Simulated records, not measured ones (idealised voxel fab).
You're looking at the process module voxel ribs on slabs.
cross-section cut | 280 nm wide | cells 5 nm
We lay out every cross-section as a grid of square cells and spell it out in bands from the top down, where one band means one or more rows of cells.
Top, bottom (nm), then materials left to right with widths (nm); lone material tagged "full width" fills the whole band edge to edge; "blank" = empty space.
The level at which height equals 0 is the one under which the wafer, as it arrives, is entirely one material. No lower edge exists for the bottom band, which continues downward and is notated as in "top 0, no bottom".
It should be noted that a width expressed as "30 to 40" varies in equal increments from row to row of cells within the band, taking the value of the first number at the top row and that of the second number at the bottom row.
Step marked "nothing was modified"? Then no cell in the cross-section changed in it.
For the entry "Tabulated closed voids", the listed items are empty spaces with no open way to the top whose size is 8 cells or more; each item follows the pattern width x height at distance, where distance is from the left edge and all three are in nm.
Read whatever lies past the settings on a step's line as the simulator's own remark about the step.
overlay nm: mask offset rightward from planned place, masked step; negative means leftward offset.
For the reader: what remains of this document is a series of pairs, each showing a cross-section before one process step and a cross-section after that step which reaches down only to the lowest band that changed, with the step between them and its settings set out under the pair. It should not be assumed that a pair continues from the pair above it; the pairs can come from different runs of this module on the same starting wafer, and such continuity exists only where the entry headed "Ahead of processing" says so.
Ahead of processing
    top 105, bottom 85  blank 120; resist 40; blank 120
    top 85, bottom 70  blank 120; aC 40; blank 120
    top 70, bottom 65  TiN full width
    top 65, bottom 50  SiO2 full width
    top 50, bottom 40  SiO2 125; SiN 30; SiO2 125
    top 40, bottom 25  SiO2 90; SiN 90; SiO2 100
    top 25, bottom 0  SiO2 full width
    top 0, no bottom  Si full width
    Tabulated closed voids: none
Section, Post-Step
    top 85, bottom 70  blank 120; aC 40; blank 120
    Below 70, the layers are the same as they were.
    Tabulated closed voids: none
The two cross-sections above are separated by a single process step, namely STRIP | etch materials resist
Ahead of processing: The pre-step condition corresponds to the post-step cross-section depicted in the pair directly above.
Section, Post-Step
    top 85, bottom 70  blank 120; aC 40; blank 120
    top 70, bottom 65  blank 120; TiN 40; blank 120
    Below 65, the layers are the same as they were.
    Tabulated closed voids: none
The two cross-sections above are separated by a single process step, namely DIRECTIONAL_ETCH | etch materials TiN | depth nm 5
Ahead of processing: The pre-step condition corresponds to the post-step cross-section depicted in the pair directly above.
Section, Post-Step
    top 70, bottom 65  blank 120; TiN 40; blank 120
    Below 65, the layers are the same as they were.
    Tabulated closed voids: none
The two cross-sections above are separated by a single process step, namely STRIP | etch materials aC
Ahead of processing: The pre-step condition corresponds to the post-step cross-section depicted in the pair directly above.
Section, Post-Step
    top 80, bottom 75  blank 110; SiO2 60; blank 110
    top 75, bottom 70  SiO2 full width
    top 70, bottom 65  SiO2 120; TiN 40; SiO2 120
    Below 65, the layers are the same as they were.
    Tabulated closed voids: none
The two cross-sections above are separated by a single process step, namely CONFORMAL_DEP | material SiO2 | thk nm 10
Ahead of processing
    top 50, bottom 25  SiN full width
    top 25, bottom 0  SiO2 full width
    top 0, no bottom  Si full width
    Tabulated closed voids: none
Section, Post-Step
    top 65, bottom 25  SiN full width
    Below 25, the layers are the same as they were.
    Tabulated closed voids: none
The two cross-sections above are separated by a single process step, namely DIRECTIONAL_DEP | material SiN | thk nm 15
Ahead of processing: The pre-step condition corresponds to the post-step cross-section depicted in the pair directly above.
Section, Post-Step
    top 100, bottom 65  blank 125; resist 30; blank 125
    Below 65, the layers are the same as they were.
    Tabulated closed voids: none
The two cross-sections above are separated by a single process step, namely PATTERN | tone cover | mask id RIB | material resist | width nm 30 | thk nm 35 | overlay nm 0
Ahead of processing: The pre-step condition corresponds to the post-step cross-section depicted in the pair directly above.
Section, Post-Step
    top 85, bottom 65  blank 125; resist 30; blank 125
    Below 65, the layers are the same as they were.
    Tabulated closed voids: none
The two cross-sections above are separated by a single process step, namely DIRECTIONAL_ETCH | etch materials aC | depth nm 15
Ahead of processing: The pre-step condition corresponds to the post-step cross-section depicted in the pair directly above.
Section, Post-Step
    top 65, bottom 25  SiN full width
    Below 25, the layers are the same as they were.
    Tabulated closed voids: none
The two cross-sections above are separated by a single process step, namely STRIP | etch materials resist
Ahead of processing: The pre-step condition corresponds to the post-step cross-section depicted in the pair directly above.
Section, Post-Step
    top 55, bottom 25  SiN full width
    Below 25, the layers are the same as they were.
    Tabulated closed voids: none
The two cross-sections above are separated by a single process step, namely DIRECTIONAL_ETCH | etch materials SiN | depth nm 10
Ahead of processing: The pre-step condition corresponds to the post-step cross-section depicted in the pair directly above.
Section, Post-Step
    top 65, bottom 55  aC full width
    Below 55, the layers are the same as they were.
    Tabulated closed voids: none
The two cross-sections above are separated by a single process step, namely DIRECTIONAL_DEP | material aC | thk nm 10
Ahead of processing: The pre-step condition corresponds to the post-step cross-section depicted in the pair directly above.
Section, Post-Step
    top 90, bottom 65  blank 95; resist 90; blank 95
    Below 65, the layers are the same as they were.
    Tabulated closed voids: none
The two cross-sections above are separated by a single process step, namely PATTERN | tone cover | mask id SLAB | material resist | width nm 90 | thk nm 25 | overlay nm 0
Ahead of processing: The pre-step condition corresponds to the post-step cross-section depicted in the pair directly above.
Section, Post-Step
    top 80, bottom 65  blank 95; resist 90; blank 95
    top 65, bottom 55  blank 95; aC 90; blank 95
    Below 55, the layers are the same as they were.
    Tabulated closed voids: none
The two cross-sections above are separated by a single process step, namely DIRECTIONAL_ETCH | etch materials aC | depth nm 10
Ahead of processing: The pre-step condition corresponds to the post-step cross-section depicted in the pair directly above.
Section, Post-Step
    top 65, bottom 55  blank 95; aC 90; blank 95
    Below 55, the layers are the same as they were.
    Tabulated closed voids: none
The two cross-sections above are separated by a single process step, namely STRIP | etch materials resist
Ahead of processing: The pre-step condition corresponds to the post-step cross-section depicted in the pair directly above.
Section, Post-Step
    top 65, bottom 55  blank 95; aC 90; blank 95
    top 55, bottom 40  blank 95; SiN 90; blank 95
    Below 40, the layers are the same as they were.
    Tabulated closed voids: none
The two cross-sections above are separated by a single process step, namely DIRECTIONAL_ETCH | etch materials SiN | depth nm 15
Ahead of processing: The pre-step condition corresponds to the post-step cross-section depicted in the pair directly above.
Section, Post-Step
    top 55, bottom 40  blank 95; SiN 90; blank 95
    Below 40, the layers are the same as they were.
    Tabulated closed voids: none
The two cross-sections above are separated by a single process step, namely STRIP | etch materials aC
Ahead of processing: The pre-step condition corresponds to the post-step cross-section depicted in the pair directly above.
Section, Post-Step
    top 80, bottom 55  SiO2 full width
    top 55, bottom 40  SiO2 95; SiN 90; SiO2 95
    Below 40, the layers are the same as they were.
    Tabulated closed voids: none
The two cross-sections above are separated by a single process step, namely FILL_DEP | material SiO2 | thk nm 25
Ahead of processing: The pre-step condition corresponds to the post-step cross-section depicted in the pair directly above.
Section, Post-Step
    top 65, bottom 55  SiO2 full width
    Below 55, the layers are the same as they were.
    Tabulated closed voids: none
The two cross-sections above are separated by a single process step, namely CMP | height nm 65
Ahead of processing: The pre-step condition corresponds to the post-step cross-section depicted in the pair directly above.
Section, Post-Step
    top 70, bottom 65  TiN full width
    Below 65, the layers are the same as they were.
    Tabulated closed voids: none
The two cross-sections above are separated by a single process step, namely DIRECTIONAL_DEP | material TiN | thk nm 5
Ahead of processing: The pre-step condition corresponds to the post-step cross-section depicted in the pair directly above.
Section, Post-Step
    top 85, bottom 70  aC full width
    Below 70, the layers are the same as they were.
    Tabulated closed voids: none
The two cross-sections above are separated by a single process step, namely DIRECTIONAL_DEP | material aC | thk nm 15
Ahead of processing: The pre-step condition corresponds to the post-step cross-section depicted in the pair directly above.
Section, Post-Step
    top 120, bottom 85  blank 120; resist 40; blank 120
    Below 85, the layers are the same as they were.
    Tabulated closed voids: none
The two cross-sections above are separated by a single process step, namely PATTERN | tone cover | mask id HEATER | material resist | width nm 40 | thk nm 35 | overlay nm 0
Ahead of processing: The pre-step condition corresponds to the post-step cross-section depicted in the pair directly above.
Section, Post-Step
    top 105, bottom 85  blank 120; resist 40; blank 120
    top 85, bottom 70  blank 120; aC 40; blank 120
    Below 70, the layers are the same as they were.
    Tabulated closed voids: none
The two cross-sections above are separated by a single process step, namely DIRECTIONAL_ETCH | etch materials aC | depth nm 15
Ahead of processing: The pre-step condition corresponds to the post-step cross-section depicted in the pair directly above.
Section, Post-Step
    top 85, bottom 70  blank 120; aC 40; blank 120
    Below 70, the layers are the same as they were.
    Tabulated closed voids: none
The two cross-sections above are separated by a single process step, namely STRIP | etch materials resist
Ahead of processing: The pre-step condition corresponds to the post-step cross-section depicted in the pair directly above.
Section, Post-Step
    top 85, bottom 70  blank 120; aC 40; blank 120
    top 70, bottom 65  blank 120; TiN 40; blank 120
    Below 65, the layers are the same as they were.
    Tabulated closed voids: none
The two cross-sections above are separated by a single process step, namely DIRECTIONAL_ETCH | etch materials TiN | depth nm 5
Ahead of processing: The pre-step condition corresponds to the post-step cross-section depicted in the pair directly above.
Section, Post-Step
    top 70, bottom 65  blank 120; TiN 40; blank 120
    Below 65, the layers are the same as they were.
    Tabulated closed voids: none
The two cross-sections above are separated by a single process step, namely STRIP | etch materials aC
Ahead of processing: The pre-step condition corresponds to the post-step cross-section depicted in the pair directly above.
Section, Post-Step
    top 80, bottom 75  blank 110; SiO2 60; blank 110
    top 75, bottom 70  SiO2 full width
    top 70, bottom 65  SiO2 120; TiN 40; SiO2 120
    Below 65, the layers are the same as they were.
    Tabulated closed voids: none
The two cross-sections above are separated by a single process step, namely CONFORMAL_DEP | material SiO2 | thk nm 10
Ahead of processing
    top 60, bottom 50  blank 125; aC 30; blank 125
    top 50, bottom 40  aC 125; SiN 30; aC 125
    top 40, bottom 25  SiN full width
    top 25, bottom 0  SiO2 full width
    top 0, no bottom  Si full width
    Tabulated closed voids: none
Section, Post-Step
    top 85, bottom 60  resist 95; blank 90; resist 95
    top 60, bottom 50  resist 95; blank 30; aC 30; blank 30; resist 95
    Below 50, the layers are the same as they were.
    Tabulated closed voids: none
The two cross-sections above are separated by a single process step, namely PATTERN | tone open | mask id SLAB | material resist | width nm 90 | thk nm 25 | overlay nm 0
Ahead of processing: The pre-step condition corresponds to the post-step cross-section depicted in the pair directly above.
Section, Post-Step
    top 75, bottom 50  resist 95; blank 90; resist 95
    top 50, bottom 40  aC 95; blank 30; SiN 30; blank 30; aC 95
    Below 40, the layers are the same as they were.
    Tabulated closed voids: none
The two cross-sections above are separated by a single process step, namely DIRECTIONAL_ETCH | etch materials aC | depth nm 10
Ahead of processing: The pre-step condition corresponds to the post-step cross-section depicted in the pair directly above.
Section, Post-Step
    top 50, bottom 40  aC 95; blank 30; SiN 30; blank 30; aC 95
    Below 40, the layers are the same as they were.
    Tabulated closed voids: none
The two cross-sections above are separated by a single process step, namely STRIP | etch materials resist
Ahead of processing: The pre-step condition corresponds to the post-step cross-section depicted in the pair directly above.
Section, Post-Step
    top 50, bottom 40  aC 95; blank 90; aC 95
    top 40, bottom 35  SiN 95; blank 90; SiN 95
    top 35, bottom 25  SiN 95; blank 30; SiN 30; blank 30; SiN 95
    Below 25, the layers are the same as they were.
    Tabulated closed voids: none
The two cross-sections above are separated by a single process step, namely DIRECTIONAL_ETCH | etch materials SiN | depth nm 15
Ahead of processing: The pre-step condition corresponds to the post-step cross-section depicted in the pair directly above.
Section, Post-Step
    top 40, bottom 35  SiN 95; blank 90; SiN 95
    Below 35, the layers are the same as they were.
    Tabulated closed voids: none
The two cross-sections above are separated by a single process step, namely STRIP | etch materials aC
Ahead of processing: The pre-step condition corresponds to the post-step cross-section depicted in the pair directly above.
Section, Post-Step
    top 65, bottom 40  SiO2 full width
    top 40, bottom 35  SiN 95; SiO2 90; SiN 95
    top 35, bottom 25  SiN 95; SiO2 30; SiN 30; SiO2 30; SiN 95
    Below 25, the layers are the same as they were.
    Tabulated closed voids: none
The two cross-sections above are separated by a single process step, namely FILL_DEP | material SiO2 | thk nm 25
Ahead of processing: The pre-step condition corresponds to the post-step cross-section depicted in the pair directly above.
Section, Post-Step
    top 70, bottom 65  TiN full width
    Below 65, the layers are the same as they were.
    Tabulated closed voids: none
The two cross-sections above are separated by a single process step, namely DIRECTIONAL_DEP | material TiN | thk nm 5
Ahead of processing: The pre-step condition corresponds to the post-step cross-section depicted in the pair directly above.
Section, Post-Step
    top 85, bottom 70  aC full width
    Below 70, the layers are the same as they were.
    Tabulated closed voids: none
The two cross-sections above are separated by a single process step, namely DIRECTIONAL_DEP | material aC | thk nm 15
Ahead of processing: The pre-step condition corresponds to the post-step cross-section depicted in the pair directly above.
Section, Post-Step
    top 120, bottom 85  blank 120; resist 40; blank 120
    Below 85, the layers are the same as they were.
    Tabulated closed voids: none
The two cross-sections above are separated by a single process step, namely PATTERN | tone cover | mask id HEATER | material resist | width nm 40 | thk nm 35 | overlay nm 0
Ahead of processing: The pre-step condition corresponds to the post-step cross-section depicted in the pair directly above.
Section, Post-Step
    top 105, bottom 85  blank 120; resist 40; blank 120
    top 85, bottom 70  blank 120; aC 40; blank 120
    Below 70, the layers are the same as they were.
    Tabulated closed voids: none
The two cross-sections above are separated by a single process step, namely DIRECTIONAL_ETCH | etch materials aC | depth nm 15
Ahead of processing: The pre-step condition corresponds to the post-step cross-section depicted in the pair directly above.
Section, Post-Step
    top 85, bottom 70  blank 120; aC 40; blank 120
    Below 70, the layers are the same as they were.
    Tabulated closed voids: none
The two cross-sections above are separated by a single process step, namely STRIP | etch materials resist
Ahead of processing: The pre-step condition corresponds to the post-step cross-section depicted in the pair directly above.
Section, Post-Step
    top 85, bottom 70  blank 120; aC 40; blank 120
    top 70, bottom 65  blank 120; TiN 40; blank 120
    Below 65, the layers are the same as they were.
    Tabulated closed voids: none
The two cross-sections above are separated by a single process step, namely DIRECTIONAL_ETCH | etch materials TiN | depth nm 5
Ahead of processing: The pre-step condition corresponds to the post-step cross-section depicted in the pair directly above.
Section, Post-Step
    top 70, bottom 65  blank 120; TiN 40; blank 120
    Below 65, the layers are the same as they were.
    Tabulated closed voids: none
The two cross-sections above are separated by a single process step, namely STRIP | etch materials aC
Ahead of processing: The pre-step condition corresponds to the post-step cross-section depicted in the pair directly above.
Section, Post-Step
    top 80, bottom 75  blank 110; SiO2 60; blank 110
    top 75, bottom 70  SiO2 full width
    top 70, bottom 65  SiO2 120; TiN 40; SiO2 120
    Below 65, the layers are the same as they were.
    Tabulated closed voids: none
The two cross-sections above are separated by a single process step, namely CONFORMAL_DEP | material SiO2 | thk nm 10
